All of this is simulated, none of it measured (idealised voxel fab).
Process module heading - voxel ribs on slabs
Pictured: cross-section cut, 155 nm wide, on a grid of 5 nm square cells.
Reading order for cross-sections: top band down to bottom band. Underlying form: a grid of square cells. Band size: one or more rows of cells.
The entry gives the band's vertical extent as a top height and a bottom height in nm, then its horizontal make-up as materials from left to right, each with a width in nm. "empty" stands for empty space; a single material marked "throughout" fills the band edge to edge.
Heights from 0 (as-received wafer is one material below). Bottom band endless downward, as "0 nm and below".
Width "30..40": first value at the band's top row of cells, second value at its bottom row, equal change from row to row.
"remained unchanged" means the step left every cell of the cross-section as it was.
Heads up: "Sealed void inventory" only lists the empty pockets with no open path to the top that are 8 cells or more, and it writes them as width x height at distance, distance from the left edge, in nm.
It should be noted that, on the line of a given step, the content following the step's settings is a remark produced by the simulator itself with respect to that step.
The optional step-line setting "overlay nm" applies to steps with a mask and quantifies how far to the right of its planned location the mask lay, a negative value indicating leftward placement.

## plan
1,RECEIVE, material Si
2,DIRECTIONAL_DEP, material SiO2, thk nm 25
3,DIRECTIONAL_DEP, material SiN, thk nm 15
4,PATTERN, tone cover, mask id RIB, material resist, width nm 15, thk nm 15, overlay nm 0
5,DIRECTIONAL_ETCH, etch materials SiN, depth nm 10
6,STRIP, etch materials resist
7,MASKED_ETCH, tone cover, mask id SLAB, width nm 65, etch materials SiN, depth nm 5, overlay nm 0
8,FILL_DEP, material SiO2, thk nm 20
9,CMP, height nm 55
10,DIRECTIONAL_DEP, material W, thk nm 10
11,MASKED_ETCH, tone cover, mask id HEATER, width nm 25, etch materials W, depth nm 10, overlay nm 0
12,CONFORMAL_DEP, material SiO2, thk nm 10

## Of two wafers, the first: run according to plan

## Delivered wafer in cross-section: state after step 1
    0 nm and below  Si throughout
    Sealed void inventory: none

## Wafer after step 2 (cross-section)
    25 nm to 0 nm  SiO2 throughout
    Beneath the level 0, the cross-section is identical to its previous state.

## Wafer after step 3 (cross-section)
    40 nm to 25 nm  SiN throughout
    Beneath the level 25, the cross-section is identical to its previous state.

## Wafer after step 4 (cross-section)
    55 nm to 40 nm  70 of empty; 15 of resist; 70 of empty
    Beneath the level 40, the cross-section is identical to its previous state.

## Wafer after step 5 (cross-section)
    55 nm to 40 nm  70 of empty; 15 of resist; 70 of empty
    40 nm to 30 nm  70 of empty; 15 of SiN; 70 of empty
    Beneath the level 30, the cross-section is identical to its previous state.

## Wafer after step 6 (cross-section)
    40 nm to 30 nm  70 of empty; 15 of SiN; 70 of empty
    Beneath the level 30, the cross-section is identical to its previous state.

## Wafer after step 7 (cross-section)
    40 nm to 30 nm  70 of empty; 15 of SiN; 70 of empty
    30 nm to 25 nm  45 of empty; 65 of SiN; 45 of empty
    Beneath the level 25, the cross-section is identical to its previous state.

## Wafer after step 8 (cross-section)
    60 nm to 40 nm  SiO2 throughout
    40 nm to 30 nm  70 of SiO2; 15 of SiN; 70 of SiO2
    30 nm to 25 nm  45 of SiO2; 65 of SiN; 45 of SiO2
    Beneath the level 25, the cross-section is identical to its previous state.

## Wafer after step 9 (cross-section)
    55 nm to 40 nm  SiO2 throughout
    Beneath the level 40, the cross-section is identical to its previous state.

## Wafer after step 10 (cross-section)
    65 nm to 55 nm  W throughout
    Beneath the level 55, the cross-section is identical to its previous state.

## Wafer after step 11 (cross-section)
    65 nm to 55 nm  65 of empty; 25 of W; 65 of empty
    Beneath the level 55, the cross-section is identical to its previous state.

## Wafer after step 12 (cross-section)
    75 nm to 65 nm  55 of empty; 45 of SiO2; 55 of empty
    65 nm to 55 nm  65 of SiO2; 25 of W; 65 of SiO2
    Beneath the level 55, the cross-section is identical to its previous state.

## Wafer two. Identical start, identical plan. One mistake in execution. Identical history through step 1

## Cross-section of the second wafer at the time by which step 2 should have been completed according to the plan
    15 nm to 0 nm  SiN throughout
    Beneath the level 0, the cross-section is identical to its previous state.

## Cross-section of the second wafer at the time by which step 3 should have been completed according to the plan
    40 nm to 15 nm  SiO2 throughout
    Beneath the level 15, the cross-section is identical to its previous state.

## Cross-section of the second wafer at the time by which step 4 should have been completed according to the plan
    55 nm to 40 nm  70 of empty; 15 of resist; 70 of empty
    Beneath the level 40, the cross-section is identical to its previous state.

Cross-section of the second wafer at the time by which step 5 should have been completed according to the plan: remained unchanged

## Cross-section of the second wafer at the time by which step 6 should have been completed according to the plan
    40 nm to 15 nm  SiO2 throughout
    Beneath the level 15, the cross-section is identical to its previous state.

Cross-section of the second wafer at the time by which step 7 should have been completed according to the plan: remained unchanged

## Cross-section of the second wafer at the time by which step 8 should have been completed according to the plan
    60 nm to 15 nm  SiO2 throughout
    Beneath the level 15, the cross-section is identical to its previous state.

## Cross-section of the second wafer at the time by which step 9 should have been completed according to the plan
    55 nm to 15 nm  SiO2 throughout
    Beneath the level 15, the cross-section is identical to its previous state.

## Cross-section of the second wafer at the time by which step 10 should have been completed according to the plan
    65 nm to 55 nm  W throughout
    Beneath the level 55, the cross-section is identical to its previous state.

## Cross-section of the second wafer at the time by which step 11 should have been completed according to the plan
    65 nm to 55 nm  65 of empty; 25 of W; 65 of empty
    Beneath the level 55, the cross-section is identical to its previous state.

## Cross-section of the second wafer at the time by which step 12 should have been completed according to the plan
    75 nm to 65 nm  55 of empty; 45 of SiO2; 55 of empty
    65 nm to 55 nm  65 of SiO2; 25 of W; 65 of SiO2
    Beneath the level 55, the cross-section is identical to its previous state.
Want to know what went wrong? so 2 and 3 got swapped relative to the plan, each ran where the other was supposed to
It is noted that, at the conclusion of processing, the second wafer exhibits a higher or lower cell count for certain materials relative to the first: SiN +74, SiO2 -74
